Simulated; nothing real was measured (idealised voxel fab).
voxel local oxidation: a process module
Square cell edge 5 nm, section width 185 nm, ID cut.
If you're reading a cross-section in this doc, picture square cells in a grid; it comes to you as bands, top ones listed first down to the bottom, and a band can be one or more rows of cells.
Band: top height; bottom height; in nm. Then, left to right: material with width in nm, for each material. "edge to edge": a single material spanning edge to edge. "empty": empty space.
Below 0: as-received wafer, all one material; heights counted from there. Lowest band: no bottom, goes on down, written "from 0 down".
It should be noted that a width expressed as "30 to 40" varies in equal increments from row to row of cells within the band, taking the value of the first number at the top row and that of the second number at the bottom row.
The cross-section has no changed cell in any step marked "nothing altered".
The label "Enclosed void inventory" introduces a list of the empty spaces, 8 cells or larger, that have no open way up to the top; each entry in it reads width x height at distance, where the distance is taken from the left edge and all three are stated in nm.
On each step's line, the part that comes after the settings is the simulator's own comment on the step.
The "overlay nm" setting may appear on a step's line; for a step that uses a mask, it gives how far to the right of its planned position the mask lay, and a negative value indicates the left.
## The process steps that were planned are listed below
1: RECEIVE (material Si)
2: OXIDIZE (depth nm 5)
3: CONFORMAL_DEP (material SiN; thk nm 15)
4: PATTERN (tone cover; mask id ACTIVE; material resist; width nm 95; thk nm 20; overlay nm 0)
5: DIRECTIONAL_ETCH (etch materials SiN; depth nm 15)
6: STRIP (etch materials resist)
7: SELECTIVE_ETCH (etch materials SiO2; depth nm 5)
8: OXIDIZE (depth nm 10)
9: STRIP (etch materials SiN)
varied across the wafers: width nm of step 4. The plan shows the first wafer's value. All wafers start alike
## As-received state after step 1, first of several wafers, cross-section
    from 0 down: Si edge to edge
    Enclosed void inventory: none
## each wafer at the end: cells of each material gained (+) or lost (-) since it was received, then its closed voids
width nm 95 | -85 Si | +65 SiO2 | Enclosed void inventory: none
width nm 100 | -83 Si | +64 SiO2 | Enclosed void inventory: none
width nm 105 | -81 Si | +63 SiO2 | Enclosed void inventory: none
width nm 110 | -79 Si | +62 SiO2 | Enclosed void inventory: none
width nm 115 | -77 Si | +61 SiO2 | Enclosed void inventory: none
width nm 120 | -75 Si | +60 SiO2 | Enclosed void inventory: none
